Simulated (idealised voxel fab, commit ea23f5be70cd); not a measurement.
Title: Process Module voxel wiring stack
Displayed cross-section: cut, width of 260 nm, square cells sized 5 nm.
Just so we're on the same page, the cross-sections are grids of square cells, and they're listed out in bands top to bottom, each band one or more rows deep.
For a band, the entry starts with two heights in nm, that of the top and then that of the bottom, and carries on with the band's materials in order from left to right, each alongside its width in nm; the word "all across" beside a single material means it fills the band edge to edge, and "blank" means empty space.
A quick word on heights: they are counted from 0, and under that level the wafer as it came to us is one material throughout. The lowest band is different from the rest in having no bottom; it simply continues downward, written as in "z 0 and below".
The expression "30->40" gives the width at the extremes of the band, the first number at its top row of cells and the second at its bottom row, with the width changing by equal amounts from each row to the next in between.
Take "nothing altered" at face value: in the step it is given for, the cross-section changed in none of its cells.
"Completely sealed voids" contains a list of empty spaces, each no smaller than 8 cells and without an open way to the top, written in the form width x height at distance with the distance from the left edge and all three in nm.
Heads up: the bit after the settings on a step's line is the simulator's remark on that step.
For masked steps, "overlay nm" on the step line gives how far right of plan the mask actually lay; a minus sign means it lay to the left.
# The planned process steps are enumerated hereunder
- 1: RECEIVE with material Si
- 2: CONFORMAL_DEP with material SiO2, thk nm 15
- 3: CONFORMAL_DEP with material SiN, thk nm 5
- 4: DIRECTIONAL_DEP with material SiO2, thk nm 20
- 5: PATTERN with tone open, mask id METAL_1, material resist, width nm 30, pitch nm 60, thk nm 20, overlay nm 0
- 6: DIRECTIONAL_ETCH with etch materials SiO2, depth nm 20
- 7: DIRECTIONAL_ETCH with etch materials SiN, depth nm 5
- 8: STRIP with etch materials resist
- 9: CONFORMAL_DEP with material TiN, thk nm 5
- 10: FILL_DEP with material Cu, thk nm 5
- 11: CMP with height nm 40
- 12: CONFORMAL_DEP with material SiCN, thk nm 5
- 13: DIRECTIONAL_DEP with material lowk, thk nm 30
- 14: PATTERN with tone open, mask id METAL_2_HOLES, material resist, width nm 15, pitch nm 120, thk nm 20, overlay nm 0
- 15: DIRECTIONAL_ETCH with etch materials lowk, depth nm 30
- 16: STRIP with etch materials resist
- 17: DIRECTIONAL_DEP with material aC, thk nm 15
- 18: PATTERN with tone open, mask id METAL_2, material resist, width nm 30, pitch nm 60, thk nm 35, overlay nm 0
- 19: DIRECTIONAL_ETCH with etch materials aC, depth nm 15
- 20: STRIP with etch materials resist
- 21: DIRECTIONAL_ETCH with etch materials lowk, depth nm 15
- 22: DIRECTIONAL_ETCH with etch materials SiCN, depth nm 5
- 23: STRIP with etch materials aC
- 24: CONFORMAL_DEP with material TiN, thk nm 5
- 25: FILL_DEP with material Cu, thk nm 5
- 26: CMP with height nm 75
- 27: CONFORMAL_DEP with material SiCN, thk nm 5
- 28: DIRECTIONAL_DEP with material SiO2, thk nm 20
- 29: PATTERN with tone open, mask id PLUG_2, material resist, width nm 15, pitch nm 60, thk nm 15, overlay nm 0
- 30: DIRECTIONAL_ETCH with etch materials SiO2, depth nm 20
- 31: DIRECTIONAL_ETCH with etch materials SiCN, depth nm 5
- 32: STRIP with etch materials resist
- 33: CONFORMAL_DEP with material TiN, thk nm 5
- 34: FILL_DEP with material Cu, thk nm 10
- 35: CMP with height nm 100
- 36: DIRECTIONAL_DEP with material TiN, thk nm 5
- 37: DIRECTIONAL_DEP with material W, thk nm 25
- 38: MASKED_ETCH with tone cover, mask id METAL_3, width nm 30, pitch nm 60, etch materials W, depth nm 25, overlay nm 0
- 39: MASKED_ETCH with tone cover, mask id METAL_3, width nm 30, pitch nm 60, etch materials TiN, depth nm 5, overlay nm 0
- 40: CONFORMAL_DEP with material SiCN, thk nm 5
- 41: FILL_DEP with material SiO2, thk nm 10
- 42: CMP with height nm 130
- 43: CONFORMAL_DEP with material SiCN, thk nm 5
- 44: DIRECTIONAL_DEP with material lowk, thk nm 20
- 45: MASKED_ETCH with tone open, mask id PLUG_3, width nm 15, pitch nm 120, etch materials lowk, depth nm 20, overlay nm 0
- 46: MASKED_ETCH with tone open, mask id PLUG_3, width nm 15, pitch nm 120, etch materials SiCN, depth nm 5, overlay nm 0
- 47: EPI with material Ru, thk nm 10
- 48: EPI with material Ru, thk nm 10
- 49: EPI with material Ru, thk nm 5
- 50: CONFORMAL_DEP with material SiCN, thk nm 5
- 51: DIRECTIONAL_DEP with material SiO2, thk nm 25
- 52: PATTERN with tone open, mask id METAL_4, material resist, width nm 30, pitch nm 60, thk nm 20, overlay nm 0
- 53: DIRECTIONAL_ETCH with etch materials SiO2, depth nm 25
- 54: DIRECTIONAL_ETCH with etch materials SiCN, depth nm 5
- 55: STRIP with etch materials resist
- 56: CONFORMAL_DEP with material TiN, thk nm 5
- 57: FILL_DEP with material W, thk nm 5
- 58: CMP with height nm 185
- 59: EPI with material Ru, thk nm 5
- 60: FILL_DEP with material SiCN, thk nm 5
# as received, after step 1
* z 0 and below = Si all across
* Completely sealed voids: none
# Same starting wafer, same plan as above, one mistake in the execution; this is the cross-section at the end of the module
* z 195 to 190 = SiCN all across
* z 190 to 185 = 60 nm Ru, then 20 nm SiCN, then 40 nm Ru, then 20 nm SiCN, then 40 nm Ru, then 20 nm SiCN, then 60 nm Ru
* z 185 to 160 = 50 nm W, then 5 nm TiN, then 30 nm SiO2, then 5 nm TiN, then 20 nm W, then 5 nm TiN, then 30 nm SiO2, then 5 nm TiN, then 20 nm W, then 5 nm TiN, then 30 nm SiO2, then 5 nm TiN, then 50 nm W
* z 160 to 155 = 55 nm TiN, then 30 nm SiCN, then 30 nm TiN, then 30 nm SiCN, then 30 nm TiN, then 30 nm SiCN, then 55 nm TiN
* z 155 to 135 = 55 nm lowk, then 15 nm Ru, then 105 nm lowk, then 15 nm Ru, then 70 nm lowk
* z 135 to 130 = 55 nm SiCN, then 15 nm Ru, then 105 nm SiCN, then 15 nm Ru, then 70 nm SiCN
* z 130 to 105 = 50 nm SiO2, then 5 nm SiCN, then 30 nm W, then 5 nm SiCN, then 20 nm SiO2, then 5 nm SiCN, then 30 nm W, then 5 nm SiCN, then 20 nm SiO2, then 5 nm SiCN, then 30 nm W, then 5 nm SiCN, then 50 nm SiO2
* z 105 to 100 = 55 nm SiCN, then 30 nm TiN, then 30 nm SiCN, then 30 nm TiN, then 30 nm SiCN, then 30 nm TiN, then 55 nm SiCN
* z 100 to 80 = 55 nm SiO2, then 5 nm TiN, then 5 nm Cu, then 5 nm TiN, then 45 nm SiO2, then 5 nm TiN, then 5 nm Cu, then 5 nm TiN, then 45 nm SiO2, then 5 nm TiN, then 5 nm Cu, then 5 nm TiN, then 70 nm SiO2
* z 80 to 75 = 55 nm SiCN, then 15 nm TiN, then 45 nm SiCN, then 15 nm TiN, then 45 nm SiCN, then 15 nm TiN, then 70 nm SiCN
* z 75 to 65 = 55 nm lowk, then 5 nm TiN, then 20 nm Cu, then 5 nm TiN, then 30 nm lowk, then 5 nm TiN, then 20 nm Cu, then 5 nm TiN, then 30 nm lowk, then 5 nm TiN, then 20 nm Cu, then 5 nm TiN, then 55 nm lowk
* z 65 to 60 = 55 nm lowk, then 5 nm TiN, then 5 nm Cu, then 20 nm TiN, then 30 nm lowk, then 30 nm TiN, then 30 nm lowk, then 5 nm TiN, then 5 nm Cu, then 20 nm TiN, then 55 nm lowk
* z 60 to 45 = 55 nm lowk, then 5 nm TiN, then 5 nm Cu, then 5 nm TiN, then 105 nm lowk, then 5 nm TiN, then 5 nm Cu, then 5 nm TiN, then 70 nm lowk
* z 45 to 40 = 55 nm SiCN, then 15 nm TiN, then 105 nm SiCN, then 15 nm TiN, then 70 nm SiCN
* z 40 to 20 = 55 nm SiO2, then 5 nm TiN, then 20 nm Cu, then 5 nm TiN, then 30 nm SiO2, then 5 nm TiN, then 20 nm Cu, then 5 nm TiN, then 30 nm SiO2, then 5 nm TiN, then 20 nm Cu, then 5 nm TiN, then 55 nm SiO2
* z 20 to 15 = 55 nm SiN, then 30 nm TiN, then 30 nm SiN, then 30 nm TiN, then 30 nm SiN, then 30 nm TiN, then 55 nm SiN
* z 15 to 0 = SiO2 all across
* z 0 and below = Si all across
* Completely sealed voids: none
Want to know what went wrong? step 52 did not use the planned setting and instead ran as PATTERN with tone cover, mask id METAL_4, material resist, width nm 30, pitch nm 60, thk nm 20, overlay nm 0
